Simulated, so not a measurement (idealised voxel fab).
process module | voxel lift off
cross-section cut | 180 nm wide | cells 5 nm
A cross-section is a grid of square cells, given in bands from the top down. A band is one or more rows of cells.
Each band's line starts with the height of the band's top and of its bottom, in nm. Then come its materials from left to right, each with its width in nm. One material with "throughout" fills the band from edge to edge. "air" is empty space.
Height 0 is the level under which the wafer as received is all one material. The lowest band goes on downwards, as in "0 down".
A width such as "30 to 40" changes by the same amount from each row of cells to the next, from the band's top row to its bottom row.
"no change" after a step means that no cell of the cross-section changed.
closed voids: empty space of 8 cells or more with no open way to the top, each as width x height at its distance from the left edge, in nm
after a step's settings: what the simulator itself notes on the step
overlay nm, on a step with a mask: how far to the right of its planned place the mask lay; to the left if negative
plan
1 op RECEIVE | material Si
2 op CONFORMAL_DEP | material Al2O3 | thk nm 15
3 op PATTERN | tone open | mask id LINES | material resist | width nm 25 | pitch nm 50 | thk nm 25 | overlay nm 0
4 op DIRECTIONAL_DEP | material Ru | thk nm 10
5 op STRIP | etch materials resist
6 op CONFORMAL_DEP | material SiN | thk nm 5
as received, after step 1
  0 down: Si throughout
  closed voids: none
first wafer at the end, as planned
  30 to 25: air 45 | SiN 35 | air 15 | SiN 35 | air 50
  25 to 20: air 45 | SiN 5 | Ru 25 | SiN 5 | air 15 | SiN 5 | Ru 25 | SiN 5 | air 50
  20 to 15: SiN 50 | Ru 25 | SiN 25 | Ru 25 | SiN 55
  15 to 0: Al2O3 throughout
  0 down: Si throughout
  closed voids: none
second wafer at the end: like start, like plan, one mistake
  30 to 25: SiN 55 | air 15 | SiN 35 | air 15 | SiN 60
  25 to 20: Ru 50 | SiN 5 | air 15 | SiN 5 | Ru 25 | SiN 5 | air 15 | SiN 5 | Ru 55
  20 to 15: Ru 50 | SiN 25 | Ru 25 | SiN 25 | Ru 55
  15 to 0: Al2O3 throughout
  0 down: Si throughout
  closed voids: none
what went wrong: step 3 ran as: op PATTERN | tone cover | mask id LINES | material resist | width nm 25 | pitch nm 50 | thk nm 25 | overlay nm 0
at the end the second wafer has, in cells: 32 more of Ru
